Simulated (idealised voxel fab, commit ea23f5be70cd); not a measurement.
Process module in this document: voxel released beams
cross-section cut | 245 nm wide | cells 5 nm
Cross-section = grid of square cells, listed top down in bands; band = one or more rows.
Quick guide to a band line: top height, bottom height (nm) up front; then every material left to right with its width in nm. Only one material and it's marked "throughout"? Then it fills the band edge to edge. And "blank" just means empty space.
Below 0: as-received wafer, all one material; heights counted from there. Lowest band: no bottom, goes on down, written "0 -> down".
So if you see something like "30 to 40" for the width, read it as the top row of the band sitting at the first number and the bottom row at the second, with every row in between moving by the same amount as the last.
Where the words "remained the same" appear for a step, the cross-section shows no cell changed by that step; every cell remained as before.
The label "Closed void entries" introduces a list of the empty spaces, 8 cells or larger, that have no open way up to the top; each entry in it reads width x height at distance, where the distance is taken from the left edge and all three are stated in nm.
Anything after a step's settings on that line? It's the simulator's own note about the step.
Among the settings permitted on a step's line is "overlay nm"; applied to a step with a mask, it specifies the extent to which the mask lay to the right of its planned position, whereas a negative figure signifies a position to the left.
Pairs, read this way: before one process step on the one hand, after it on the other, the after cross-section ending at the lowest band that changed; the step between, settings included, beneath. Same starting wafer throughout, but possibly different runs of this module, so no pair continues from the pair above unless its entry headed "Geometry before processing" says so.
# Geometry before processing
	0 -> down = Si throughout
	Closed void entries: none
# Post-Step Section View
	5 -> 0 = SiN throughout
	Everything below 0 is unchanged.
	Closed void entries: none
Between the two cross-sections shown above, the process step is CONFORMAL_DEP: material SiN, thk nm 5
Geometry before processing: see the after view in the pair directly above.
# Post-Step Section View
	25 -> 5 = SiO2 throughout
	Everything below 5 is unchanged.
	Closed void entries: none
Between the two cross-sections shown above, the process step is DIRECTIONAL_DEP: material SiO2, thk nm 20
Geometry before processing: see the after view in the pair directly above.
# Post-Step Section View
	25 -> 5 = SiO2 75 nm / blank 25 nm / SiO2 145 nm
	Everything below 5 is unchanged.
	Closed void entries: none
Between the two cross-sections shown above, the process step is MASKED_ETCH: tone open, mask id ANCHOR, width nm 25, etch materials SiO2, depth nm 20, overlay nm 0
Geometry before processing: see the after view in the pair directly above.
# Post-Step Section View
	35 -> 25 = TiN 85 nm / blank 5 nm / TiN 155 nm
	25 -> 15 = SiO2 75 nm / TiN 10 nm / blank 5 nm / TiN 10 nm / SiO2 145 nm
	15 -> 5 = SiO2 75 nm / TiN 25 nm / SiO2 145 nm
	Everything below 5 is unchanged.
	Closed void entries: none
Between the two cross-sections shown above, the process step is CONFORMAL_DEP: material TiN, thk nm 10
Geometry before processing: see the after view in the pair directly above.
# Post-Step Section View
	50 -> 35 = aC 85 nm / blank 5 nm / aC 155 nm
	35 -> 30 = TiN 85 nm / blank 5 nm / TiN 155 nm
	30 -> 25 = TiN 85 nm / aC 5 nm / TiN 155 nm
	25 -> 15 = SiO2 75 nm / TiN 10 nm / aC 5 nm / TiN 10 nm / SiO2 145 nm
	Everything below 15 is unchanged.
	Closed void entries: none
Between the two cross-sections shown above, the process step is DIRECTIONAL_DEP: material aC, thk nm 15
Geometry before processing: see the after view in the pair directly above.
# Post-Step Section View
	80 -> 50 = blank 70 nm / resist 100 nm / blank 75 nm
	50 -> 35 = aC 85 nm / resist 5 nm / aC 155 nm
	35 -> 30 = TiN 85 nm / resist 5 nm / TiN 155 nm
	Everything below 30 is unchanged.
	Closed void entries: none
Between the two cross-sections shown above, the process step is PATTERN: tone cover, mask id BEAM, material resist, width nm 100, thk nm 30, overlay nm 0
Geometry before processing: see the after view in the pair directly above.
# Post-Step Section View
	65 -> 50 = blank 70 nm / resist 100 nm / blank 75 nm
	50 -> 35 = blank 70 nm / aC 15 nm / resist 5 nm / aC 80 nm / blank 75 nm
	Everything below 35 is unchanged.
	Closed void entries: none
Between the two cross-sections shown above, the process step is DIRECTIONAL_ETCH: etch materials aC, depth nm 15
Geometry before processing: see the after view in the pair directly above.
# Post-Step Section View
	50 -> 35 = blank 70 nm / aC 15 nm / blank 5 nm / aC 80 nm / blank 75 nm
	35 -> 30 = TiN 85 nm / blank 5 nm / TiN 155 nm
	Everything below 30 is unchanged.
	Closed void entries: none
Between the two cross-sections shown above, the process step is STRIP: etch materials resist
Geometry before processing: see the after view in the pair directly above.
# Post-Step Section View
	50 -> 35 = blank 70 nm / aC 15 nm / blank 5 nm / aC 80 nm / blank 75 nm
	35 -> 30 = blank 70 nm / TiN 15 nm / blank 5 nm / TiN 80 nm / blank 75 nm
	30 -> 25 = blank 70 nm / TiN 15 nm / aC 5 nm / TiN 80 nm / blank 75 nm
	Everything below 25 is unchanged.
	Closed void entries: none
Between the two cross-sections shown above, the process step is DIRECTIONAL_ETCH: etch materials TiN, depth nm 10
Geometry before processing: see the after view in the pair directly above.
# Post-Step Section View
	35 -> 25 = blank 70 nm / TiN 15 nm / blank 5 nm / TiN 80 nm / blank 75 nm
	25 -> 15 = SiO2 75 nm / TiN 10 nm / blank 5 nm / TiN 10 nm / SiO2 145 nm
	Everything below 15 is unchanged.
	Closed void entries: none
Between the two cross-sections shown above, the process step is STRIP: etch materials aC
Geometry before processing: see the after view in the pair directly above.
# Post-Step Section View
	35 -> 25 = blank 70 nm / TiN 15 nm / blank 5 nm / TiN 80 nm / blank 75 nm
	25 -> 15 = blank 75 nm / TiN 10 nm / blank 5 nm / TiN 10 nm / blank 145 nm
	15 -> 5 = blank 75 nm / TiN 25 nm / blank 145 nm
	Everything below 5 is unchanged.
	Closed void entries: none
Between the two cross-sections shown above, the process step is STRIP: etch materials SiO2
# Geometry before processing
	5 -> 0 = SiN throughout
	0 -> down = Si throughout
	Closed void entries: none
# Post-Step Section View
	15 -> 5 = TiN throughout
	Everything below 5 is unchanged.
	Closed void entries: none
Between the two cross-sections shown above, the process step is CONFORMAL_DEP: material TiN, thk nm 10
Geometry before processing: see the after view in the pair directly above.
# Post-Step Section View
	30 -> 15 = aC throughout
	Everything below 15 is unchanged.
	Closed void entries: none
Between the two cross-sections shown above, the process step is DIRECTIONAL_DEP: material aC, thk nm 15
Geometry before processing: see the after view in the pair directly above.
# Post-Step Section View
	60 -> 30 = blank 70 nm / resist 100 nm / blank 75 nm
	Everything below 30 is unchanged.
	Closed void entries: none
Between the two cross-sections shown above, the process step is PATTERN: tone cover, mask id BEAM, material resist, width nm 100, thk nm 30, overlay nm 0
Geometry before processing: see the after view in the pair directly above.
# Post-Step Section View
	45 -> 30 = blank 70 nm / resist 100 nm / blank 75 nm
	30 -> 15 = blank 70 nm / aC 100 nm / blank 75 nm
	Everything below 15 is unchanged.
	Closed void entries: none
Between the two cross-sections shown above, the process step is DIRECTIONAL_ETCH: etch materials aC, depth nm 15
Geometry before processing: see the after view in the pair directly above.
# Post-Step Section View
	30 -> 15 = blank 70 nm / aC 100 nm / blank 75 nm
	Everything below 15 is unchanged.
	Closed void entries: none
Between the two cross-sections shown above, the process step is STRIP: etch materials resist
Geometry before processing: see the after view in the pair directly above.
# Post-Step Section View
	30 -> 15 = blank 70 nm / aC 100 nm / blank 75 nm
	15 -> 5 = blank 70 nm / TiN 100 nm / blank 75 nm
	Everything below 5 is unchanged.
	Closed void entries: none
Between the two cross-sections shown above, the process step is DIRECTIONAL_ETCH: etch materials TiN, depth nm 10
Geometry before processing: see the after view in the pair directly above.
# Post-Step Section View
	15 -> 5 = blank 70 nm / TiN 100 nm / blank 75 nm
	Everything below 5 is unchanged.
	Closed void entries: none
Between the two cross-sections shown above, the process step is STRIP: etch materials aC
# Geometry before processing
	0 -> down = Si throughout
	Closed void entries: none
# Post-Step Section View
	20 -> 0 = SiO2 throughout
	Everything below 0 is unchanged.
	Closed void entries: none
Between the two cross-sections shown above, the process step is DIRECTIONAL_DEP: material SiO2, thk nm 20
Geometry before processing: see the after view in the pair directly above.
# Post-Step Section View
	25 -> 20 = SiN throughout
	Everything below 20 is unchanged.
	Closed void entries: none
Between the two cross-sections shown above, the process step is CONFORMAL_DEP: material SiN, thk nm 5
Geometry before processing: see the after view in the pair directly above.
# Post-Step Section View
	35 -> 25 = TiN throughout
	Everything below 25 is unchanged.
	Closed void entries: none
Between the two cross-sections shown above, the process step is CONFORMAL_DEP: material TiN, thk nm 10
Geometry before processing: see the after view in the pair directly above.
# Post-Step Section View
	50 -> 35 = aC throughout
	Everything below 35 is unchanged.
	Closed void entries: none
Between the two cross-sections shown above, the process step is DIRECTIONAL_DEP: material aC, thk nm 15
Geometry before processing: see the after view in the pair directly above.
# Post-Step Section View
	80 -> 50 = blank 70 nm / resist 100 nm / blank 75 nm
	Everything below 50 is unchanged.
	Closed void entries: none
Between the two cross-sections shown above, the process step is PATTERN: tone cover, mask id BEAM, material resist, width nm 100, thk nm 30, overlay nm 0
Geometry before processing: see the after view in the pair directly above.
# Post-Step Section View
	65 -> 50 = blank 70 nm / resist 100 nm / blank 75 nm
	50 -> 35 = blank 70 nm / aC 100 nm / blank 75 nm
	Everything below 35 is unchanged.
	Closed void entries: none
Between the two cross-sections shown above, the process step is DIRECTIONAL_ETCH: etch materials aC, depth nm 15
Geometry before processing: see the after view in the pair directly above.
# Post-Step Section View
	50 -> 35 = blank 70 nm / aC 100 nm / blank 75 nm
	Everything below 35 is unchanged.
	Closed void entries: none
Between the two cross-sections shown above, the process step is STRIP: etch materials resist
Geometry before processing: see the after view in the pair directly above.
# Post-Step Section View
	50 -> 35 = blank 70 nm / aC 100 nm / blank 75 nm
	35 -> 25 = blank 70 nm / TiN 100 nm / blank 75 nm
	Everything below 25 is unchanged.
	Closed void entries: none
Between the two cross-sections shown above, the process step is DIRECTIONAL_ETCH: etch materials TiN, depth nm 10
Geometry before processing: see the after view in the pair directly above.
# Post-Step Section View
	35 -> 25 = blank 70 nm / TiN 100 nm / blank 75 nm
	Everything below 25 is unchanged.
	Closed void entries: none
Between the two cross-sections shown above, the process step is STRIP: etch materials aC
# Geometry before processing
	5 -> 0 = SiN throughout
	0 -> down = Si throughout
	Closed void entries: none
# Post-Step Section View
	15 -> 5 = SiO2 throughout
	Everything below 5 is unchanged.
	Closed void entries: none
Between the two cross-sections shown above, the process step is DIRECTIONAL_DEP: material SiO2, thk nm 10
Geometry before processing: see the after view in the pair directly above.
# Post-Step Section View
	15 -> 5 = SiO2 75 nm / blank 25 nm / SiO2 145 nm
	Everything below 5 is unchanged.
	Closed void entries: none
Between the two cross-sections shown above, the process step is MASKED_ETCH: tone open, mask id ANCHOR, width nm 25, etch materials SiO2, depth nm 20, overlay nm 0
Geometry before processing: see the after view in the pair directly above.
# Post-Step Section View
	25 -> 15 = TiN 85 nm / blank 5 nm / TiN 155 nm
	15 -> 5 = SiO2 75 nm / TiN 25 nm / SiO2 145 nm
	Everything below 5 is unchanged.
	Closed void entries: none
Between the two cross-sections shown above, the process step is CONFORMAL_DEP: material TiN, thk nm 10
Geometry before processing: see the after view in the pair directly above.
# Post-Step Section View
	40 -> 30 = aC 85 nm / blank 5 nm / aC 155 nm
	30 -> 25 = aC throughout
	25 -> 15 = TiN 85 nm / aC 5 nm / TiN 155 nm
	Everything below 15 is unchanged.
	Closed void entries: none
Between the two cross-sections shown above, the process step is DIRECTIONAL_DEP: material aC, thk nm 15
Geometry before processing: see the after view in the pair directly above.
# Post-Step Section View
	70 -> 40 = blank 70 nm / resist 100 nm / blank 75 nm
	40 -> 30 = aC 85 nm / resist 5 nm / aC 155 nm
	Everything below 30 is unchanged.
	Closed void entries: none
Between the two cross-sections shown above, the process step is PATTERN: tone cover, mask id BEAM, material resist, width nm 100, thk nm 30, overlay nm 0
Geometry before processing: see the after view in the pair directly above.
# Post-Step Section View
	55 -> 40 = blank 70 nm / resist 100 nm / blank 75 nm
	40 -> 30 = blank 70 nm / aC 15 nm / resist 5 nm / aC 80 nm / blank 75 nm
	30 -> 25 = blank 70 nm / aC 100 nm / blank 75 nm
	Everything below 25 is unchanged.
	Closed void entries: none
Between the two cross-sections shown above, the process step is DIRECTIONAL_ETCH: etch materials aC, depth nm 15
Geometry before processing: see the after view in the pair directly above.
# Post-Step Section View
	40 -> 30 = blank 70 nm / aC 15 nm / blank 5 nm / aC 80 nm / blank 75 nm
	Everything below 30 is unchanged.
	Closed void entries: none
Between the two cross-sections shown above, the process step is STRIP: etch materials resist
Geometry before processing: see the after view in the pair directly above.
# Post-Step Section View
	40 -> 30 = blank 70 nm / aC 15 nm / blank 5 nm / aC 80 nm / blank 75 nm
	30 -> 25 = blank 70 nm / aC 100 nm / blank 75 nm
	25 -> 15 = blank 70 nm / TiN 15 nm / aC 5 nm / TiN 80 nm / blank 75 nm
	Everything below 15 is unchanged.
	Closed void entries: none
Between the two cross-sections shown above, the process step is DIRECTIONAL_ETCH: etch materials TiN, depth nm 10
Geometry before processing: see the after view in the pair directly above.
# Post-Step Section View
	25 -> 15 = blank 70 nm / TiN 15 nm / blank 5 nm / TiN 80 nm / blank 75 nm
	Everything below 15 is unchanged.
	Closed void entries: none
Between the two cross-sections shown above, the process step is STRIP: etch materials aC
Geometry before processing: see the after view in the pair directly above.
# Post-Step Section View
	25 -> 15 = blank 70 nm / TiN 15 nm / blank 5 nm / TiN 80 nm / blank 75 nm
	15 -> 5 = blank 75 nm / TiN 25 nm / blank 145 nm
	Everything below 5 is unchanged.
	Closed void entries: none
Between the two cross-sections shown above, the process step is STRIP: etch materials SiO2
# Geometry before processing
	50 -> 35 = aC 85 nm / blank 5 nm / aC 155 nm
	35 -> 30 = TiN 85 nm / blank 5 nm / TiN 155 nm
	30 -> 25 = TiN 85 nm / aC 5 nm / TiN 155 nm
	25 -> 15 = SiO2 75 nm / TiN 10 nm / aC 5 nm / TiN 10 nm / SiO2 145 nm
	15 -> 5 = SiO2 75 nm / TiN 25 nm / SiO2 145 nm
	5 -> 0 = SiN throughout
	0 -> down = Si throughout
	Closed void entries: none
# Post-Step Section View
	80 -> 50 = blank 65 nm / resist 110 nm / blank 70 nm
	50 -> 35 = aC 85 nm / resist 5 nm / aC 155 nm
	35 -> 30 = TiN 85 nm / resist 5 nm / TiN 155 nm
	Everything below 30 is unchanged.
	Closed void entries: none
Between the two cross-sections shown above, the process step is PATTERN: tone cover, mask id BEAM, material resist, width nm 110, thk nm 30, overlay nm 0
Geometry before processing: see the after view in the pair directly above.
# Post-Step Section View
	65 -> 50 = blank 65 nm / resist 110 nm / blank 70 nm
	50 -> 35 = blank 65 nm / aC 20 nm / resist 5 nm / aC 85 nm / blank 70 nm
	Everything below 35 is unchanged.
	Closed void entries: none
Between the two cross-sections shown above, the process step is DIRECTIONAL_ETCH: etch materials aC, depth nm 15
Geometry before processing: see the after view in the pair directly above.
# Post-Step Section View
	50 -> 35 = blank 65 nm / aC 20 nm / blank 5 nm / aC 85 nm / blank 70 nm
	35 -> 30 = TiN 85 nm / blank 5 nm / TiN 155 nm
	Everything below 30 is unchanged.
	Closed void entries: none
Between the two cross-sections shown above, the process step is STRIP: etch materials resist
Geometry before processing: see the after view in the pair directly above.
# Post-Step Section View
	50 -> 35 = blank 65 nm / aC 20 nm / blank 5 nm / aC 85 nm / blank 70 nm
	35 -> 30 = blank 65 nm / TiN 20 nm / blank 5 nm / TiN 85 nm / blank 70 nm
	30 -> 25 = blank 65 nm / TiN 20 nm / aC 5 nm / TiN 85 nm / blank 70 nm
	Everything below 25 is unchanged.
	Closed void entries: none
Between the two cross-sections shown above, the process step is DIRECTIONAL_ETCH: etch materials TiN, depth nm 10
Geometry before processing: see the after view in the pair directly above.
# Post-Step Section View
	35 -> 25 = blank 65 nm / TiN 20 nm / blank 5 nm / TiN 85 nm / blank 70 nm
	25 -> 15 = SiO2 75 nm / TiN 10 nm / blank 5 nm / TiN 10 nm / SiO2 145 nm
	Everything below 15 is unchanged.
	Closed void entries: none
Between the two cross-sections shown above, the process step is STRIP: etch materials aC
Geometry before processing: see the after view in the pair directly above.
# Post-Step Section View
	35 -> 25 = blank 65 nm / TiN 20 nm / blank 5 nm / TiN 85 nm / blank 70 nm
	25 -> 15 = blank 75 nm / TiN 10 nm / blank 5 nm / TiN 10 nm / blank 145 nm
	15 -> 5 = blank 75 nm / TiN 25 nm / blank 145 nm
	Everything below 5 is unchanged.
	Closed void entries: none
Between the two cross-sections shown above, the process step is STRIP: etch materials SiO2
# Geometry before processing
	50 -> 35 = aC 85 nm / blank 5 nm / aC 155 nm
	35 -> 30 = TiN 85 nm / blank 5 nm / TiN 155 nm
	30 -> 25 = TiN 85 nm / aC 5 nm / TiN 155 nm
	25 -> 15 = SiO2 75 nm / TiN 10 nm / aC 5 nm / TiN 10 nm / SiO2 145 nm
	15 -> 5 = SiO2 75 nm / TiN 25 nm / SiO2 145 nm
	5 -> 0 = SiN throughout
	0 -> down = Si throughout
	Closed void entries: none
# Post-Step Section View
	80 -> 50 = blank 75 nm / resist 100 nm / blank 70 nm
	50 -> 35 = aC 85 nm / resist 5 nm / aC 155 nm
	35 -> 30 = TiN 85 nm / resist 5 nm / TiN 155 nm
	Everything below 30 is unchanged.
	Closed void entries: none
Between the two cross-sections shown above, the process step is PATTERN: tone cover, mask id BEAM, material resist, width nm 100, thk nm 30, overlay nm 5
Geometry before processing: see the after view in the pair directly above.
# Post-Step Section View
	65 -> 50 = blank 75 nm / resist 100 nm / blank 70 nm
	50 -> 35 = blank 75 nm / aC 10 nm / resist 5 nm / aC 85 nm / blank 70 nm
	Everything below 35 is unchanged.
	Closed void entries: none
Between the two cross-sections shown above, the process step is DIRECTIONAL_ETCH: etch materials aC, depth nm 15
Geometry before processing: see the after view in the pair directly above.
# Post-Step Section View
	50 -> 35 = blank 75 nm / aC 10 nm / blank 5 nm / aC 85 nm / blank 70 nm
	35 -> 30 = TiN 85 nm / blank 5 nm / TiN 155 nm
	Everything below 30 is unchanged.
	Closed void entries: none
Between the two cross-sections shown above, the process step is STRIP: etch materials resist
Geometry before processing: see the after view in the pair directly above.
# Post-Step Section View
	50 -> 35 = blank 75 nm / aC 10 nm / blank 5 nm / aC 85 nm / blank 70 nm
	35 -> 30 = blank 75 nm / TiN 10 nm / blank 5 nm / TiN 85 nm / blank 70 nm
	30 -> 25 = blank 75 nm / TiN 10 nm / aC 5 nm / TiN 85 nm / blank 70 nm
	Everything below 25 is unchanged.
	Closed void entries: none
Between the two cross-sections shown above, the process step is DIRECTIONAL_ETCH: etch materials TiN, depth nm 10
Geometry before processing: see the after view in the pair directly above.
# Post-Step Section View
	35 -> 25 = blank 75 nm / TiN 10 nm / blank 5 nm / TiN 85 nm / blank 70 nm
	25 -> 15 = SiO2 75 nm / TiN 10 nm / blank 5 nm / TiN 10 nm / SiO2 145 nm
	Everything below 15 is unchanged.
	Closed void entries: none
Between the two cross-sections shown above, the process step is STRIP: etch materials aC
Geometry before processing: see the after view in the pair directly above.
# Post-Step Section View
	35 -> 25 = blank 75 nm / TiN 10 nm / blank 5 nm / TiN 85 nm / blank 70 nm
	25 -> 15 = blank 75 nm / TiN 10 nm / blank 5 nm / TiN 10 nm / blank 145 nm
	15 -> 5 = blank 75 nm / TiN 25 nm / blank 145 nm
	Everything below 5 is unchanged.
	Closed void entries: none
Between the two cross-sections shown above, the process step is STRIP: etch materials SiO2
# Geometry before processing
	0 -> down = Si throughout
	Closed void entries: none
# Post-Step Section View
	5 -> 0 = aC throughout
	Everything below 0 is unchanged.
	Closed void entries: none
Between the two cross-sections shown above, the process step is CONFORMAL_DEP: material aC, thk nm 5
Geometry before processing: see the after view in the pair directly above.
# Post-Step Section View
	25 -> 5 = SiO2 throughout
	Everything below 5 is unchanged.
	Closed void entries: none
Between the two cross-sections shown above, the process step is DIRECTIONAL_DEP: material SiO2, thk nm 20
Geometry before processing: see the after view in the pair directly above.
# Post-Step Section View
	25 -> 5 = SiO2 75 nm / blank 25 nm / SiO2 145 nm
	Everything below 5 is unchanged.
	Closed void entries: none
Between the two cross-sections shown above, the process step is MASKED_ETCH: tone open, mask id ANCHOR, width nm 25, etch materials SiO2, depth nm 20, overlay nm 0
Geometry before processing: see the after view in the pair directly above.
# Post-Step Section View
	35 -> 25 = TiN 85 nm / blank 5 nm / TiN 155 nm
	25 -> 15 = SiO2 75 nm / TiN 10 nm / blank 5 nm / TiN 10 nm / SiO2 145 nm
	15 -> 5 = SiO2 75 nm / TiN 25 nm / SiO2 145 nm
	Everything below 5 is unchanged.
	Closed void entries: none
Between the two cross-sections shown above, the process step is CONFORMAL_DEP: material TiN, thk nm 10
Geometry before processing: see the after view in the pair directly above.
# Post-Step Section View
	50 -> 35 = aC 85 nm / blank 5 nm / aC 155 nm
	35 -> 30 = TiN 85 nm / blank 5 nm / TiN 155 nm
	30 -> 25 = TiN 85 nm / aC 5 nm / TiN 155 nm
	25 -> 15 = SiO2 75 nm / TiN 10 nm / aC 5 nm / TiN 10 nm / SiO2 145 nm
	Everything below 15 is unchanged.
	Closed void entries: none
Between the two cross-sections shown above, the process step is DIRECTIONAL_DEP: material aC, thk nm 15
Geometry before processing: see the after view in the pair directly above.
# Post-Step Section View
	80 -> 50 = blank 70 nm / resist 100 nm / blank 75 nm
	50 -> 35 = aC 85 nm / resist 5 nm / aC 155 nm
	35 -> 30 = TiN 85 nm / resist 5 nm / TiN 155 nm
	Everything below 30 is unchanged.
	Closed void entries: none
Between the two cross-sections shown above, the process step is PATTERN: tone cover, mask id BEAM, material resist, width nm 100, thk nm 30, overlay nm 0
Geometry before processing: see the after view in the pair directly above.
# Post-Step Section View
	65 -> 50 = blank 70 nm / resist 100 nm / blank 75 nm
	50 -> 35 = blank 70 nm / aC 15 nm / resist 5 nm / aC 80 nm / blank 75 nm
	Everything below 35 is unchanged.
	Closed void entries: none
Between the two cross-sections shown above, the process step is DIRECTIONAL_ETCH: etch materials aC, depth nm 15
Geometry before processing: see the after view in the pair directly above.
# Post-Step Section View
	50 -> 35 = blank 70 nm / aC 15 nm / blank 5 nm / aC 80 nm / blank 75 nm
	35 -> 30 = TiN 85 nm / blank 5 nm / TiN 155 nm
	Everything below 30 is unchanged.
	Closed void entries: none
Between the two cross-sections shown above, the process step is STRIP: etch materials resist
Geometry before processing: see the after view in the pair directly above.
# Post-Step Section View
	50 -> 35 = blank 70 nm / aC 15 nm / blank 5 nm / aC 80 nm / blank 75 nm
	35 -> 30 = blank 70 nm / TiN 15 nm / blank 5 nm / TiN 80 nm / blank 75 nm
	30 -> 25 = blank 70 nm / TiN 15 nm / aC 5 nm / TiN 80 nm / blank 75 nm
	Everything below 25 is unchanged.
	Closed void entries: none
Between the two cross-sections shown above, the process step is DIRECTIONAL_ETCH: etch materials TiN, depth nm 10
Geometry before processing: see the after view in the pair directly above.
# Post-Step Section View
	35 -> 25 = blank 70 nm / TiN 15 nm / blank 5 nm / TiN 80 nm / blank 75 nm
	25 -> 15 = SiO2 75 nm / TiN 10 nm / blank 5 nm / TiN 10 nm / SiO2 145 nm
	Everything below 15 is unchanged.
	Closed void entries: none
Between the two cross-sections shown above, the process step is STRIP: etch materials aC
Geometry before processing: see the after view in the pair directly above.
# Post-Step Section View
	35 -> 25 = blank 70 nm / TiN 15 nm / blank 5 nm / TiN 80 nm / blank 75 nm
	25 -> 15 = blank 75 nm / TiN 10 nm / blank 5 nm / TiN 10 nm / blank 145 nm
	15 -> 5 = blank 75 nm / TiN 25 nm / blank 145 nm
	Everything below 5 is unchanged.
	Closed void entries: none
Between the two cross-sections shown above, the process step is STRIP: etch materials SiO2
# Geometry before processing
	25 -> 5 = SiO2 throughout
	5 -> 0 = SiN throughout
	0 -> down = Si throughout
	Closed void entries: none
# Post-Step Section View
	25 -> 5 = blank 75 nm / SiO2 25 nm / blank 145 nm
	Everything below 5 is unchanged.
	Closed void entries: none
Between the two cross-sections shown above, the process step is MASKED_ETCH: tone cover, mask id ANCHOR, width nm 25, etch materials SiO2, depth nm 20, overlay nm 0
Geometry before processing: see the after view in the pair directly above.
# Post-Step Section View
	35 -> 25 = blank 65 nm / TiN 45 nm / blank 135 nm
	25 -> 15 = blank 65 nm / TiN 10 nm / SiO2 25 nm / TiN 10 nm / blank 135 nm
	15 -> 5 = TiN 75 nm / SiO2 25 nm / TiN 145 nm
	Everything below 5 is unchanged.
	Closed void entries: none
Between the two cross-sections shown above, the process step is CONFORMAL_DEP: material TiN, thk nm 10
Geometry before processing: see the after view in the pair directly above.
# Post-Step Section View
	50 -> 35 = blank 65 nm / aC 45 nm / blank 135 nm
	35 -> 30 = blank 65 nm / TiN 45 nm / blank 135 nm
	30 -> 25 = aC 65 nm / TiN 45 nm / aC 135 nm
	25 -> 15 = aC 65 nm / TiN 10 nm / SiO2 25 nm / TiN 10 nm / aC 135 nm
	Everything below 15 is unchanged.
	Closed void entries: none
Between the two cross-sections shown above, the process step is DIRECTIONAL_DEP: material aC, thk nm 15
Geometry before processing: see the after view in the pair directly above.
# Post-Step Section View
	80 -> 50 = blank 70 nm / resist 100 nm / blank 75 nm
	50 -> 35 = blank 65 nm / aC 45 nm / resist 60 nm / blank 75 nm
	35 -> 30 = blank 65 nm / TiN 45 nm / resist 60 nm / blank 75 nm
	Everything below 30 is unchanged.
	Closed void entries: none
Between the two cross-sections shown above, the process step is PATTERN: tone cover, mask id BEAM, material resist, width nm 100, thk nm 30, overlay nm 0
Geometry before processing: see the after view in the pair directly above.
# Post-Step Section View
	65 -> 50 = blank 70 nm / resist 100 nm / blank 75 nm
	50 -> 35 = blank 70 nm / aC 40 nm / resist 60 nm / blank 75 nm
	35 -> 30 = blank 65 nm / TiN 45 nm / resist 60 nm / blank 75 nm
	30 -> 25 = blank 65 nm / TiN 45 nm / aC 60 nm / blank 75 nm
	25 -> 15 = blank 65 nm / TiN 10 nm / SiO2 25 nm / TiN 10 nm / aC 60 nm / blank 75 nm
	Everything below 15 is unchanged.
	Closed void entries: none
Between the two cross-sections shown above, the process step is DIRECTIONAL_ETCH: etch materials aC, depth nm 15
Geometry before processing: see the after view in the pair directly above.
# Post-Step Section View
	50 -> 35 = blank 70 nm / aC 40 nm / blank 135 nm
	35 -> 30 = blank 65 nm / TiN 45 nm / blank 135 nm
	Everything below 30 is unchanged.
	Closed void entries: none
Between the two cross-sections shown above, the process step is STRIP: etch materials resist
Geometry before processing: see the after view in the pair directly above.
# Post-Step Section View
	50 -> 35 = blank 70 nm / aC 40 nm / blank 135 nm
	35 -> 30 = blank 70 nm / TiN 40 nm / blank 135 nm
	30 -> 25 = blank 70 nm / TiN 40 nm / aC 60 nm / blank 75 nm
	25 -> 15 = blank 65 nm / TiN 10 nm / SiO2 25 nm / TiN 10 nm / aC 60 nm / blank 75 nm
	15 -> 5 = blank 65 nm / TiN 10 nm / SiO2 25 nm / TiN 70 nm / blank 75 nm
	Everything below 5 is unchanged.
	Closed void entries: none
Between the two cross-sections shown above, the process step is DIRECTIONAL_ETCH: etch materials TiN, depth nm 10
Geometry before processing: see the after view in the pair directly above.
# Post-Step Section View
	35 -> 25 = blank 70 nm / TiN 40 nm / blank 135 nm
	25 -> 15 = blank 65 nm / TiN 10 nm / SiO2 25 nm / TiN 10 nm / blank 135 nm
	Everything below 15 is unchanged.
	Closed void entries: none
Between the two cross-sections shown above, the process step is STRIP: etch materials aC
